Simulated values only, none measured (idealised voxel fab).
process module | voxel quadruple lines
cross-section cut | 160 nm wide | cells 5 nm
A cross-section is a grid of square cells, given in bands from the top down. A band is one or more rows of cells.
Each band's line starts with the height of the band's top and of its bottom, in nm. Then come its materials from left to right, each with its width in nm. One material with "throughout" fills the band from edge to edge. "air" is empty space.
Height 0 is the level under which the wafer as received is all one material. The lowest band goes on downwards, as in "0 down".
A width such as "30 to 40" changes by the same amount from each row of cells to the next, from the band's top row to its bottom row.
"no change" after a step means that no cell of the cross-section changed.
closed voids: empty space of 8 cells or more with no open way to the top, each as width x height at its distance from the left edge, in nm
after a step's settings: what the simulator itself notes on the step
overlay nm, on a step with a mask: how far to the right of its planned place the mask lay; to the left if negative
plan
1 op RECEIVE | material Si
2 op CONFORMAL_DEP | material Al2O3 | thk nm 10
3 op DIRECTIONAL_DEP | material Ru | thk nm 10
4 op DIRECTIONAL_DEP | material polySi | thk nm 20
5 op DIRECTIONAL_DEP | material aC | thk nm 25
6 op PATTERN | tone cover | mask id MANDREL | material resist | width nm 20 | thk nm 30 | overlay nm 0
7 op DIRECTIONAL_ETCH | etch materials aC | depth nm 25
8 op STRIP | etch materials resist
9 op CONFORMAL_DEP | material SiO2 | thk nm 10
10 op DIRECTIONAL_ETCH | etch materials SiO2 | depth nm 10
11 op STRIP | etch materials aC
12 op DIRECTIONAL_ETCH | etch materials polySi | depth nm 20
13 op STRIP | etch materials SiO2
14 op CONFORMAL_DEP | material SiCN | thk nm 10
15 op DIRECTIONAL_ETCH | etch materials SiCN | depth nm 10
16 op STRIP | etch materials polySi
17 op DIRECTIONAL_ETCH | etch materials Ru | depth nm 10
18 op STRIP | etch materials SiCN
19 op FILL_DEP | material lowk | thk nm 5
20 op CMP | height nm 20
varied across the wafers: width nm of step 6. The plan shows the first wafer's value. All wafers start alike
first wafer as received, after step 1
  0 down: Si throughout
  closed voids: none
each wafer at the end: cells of each material gained (+) or lost (-) since it was received, then its closed voids
width nm 20 | +64 Al2O3 | +16 Ru | +48 lowk | closed voids: none
width nm 25 | +64 Al2O3 | +16 Ru | +48 lowk | closed voids: none
width nm 30 | +64 Al2O3 | +16 Ru | +48 lowk | closed voids: none
width nm 35 | +64 Al2O3 | +16 Ru | +48 lowk | closed voids: none
width nm 40 | +64 Al2O3 | +16 Ru | +48 lowk | closed voids: none
width nm 45 | +64 Al2O3 | +16 Ru | +48 lowk | closed voids: none
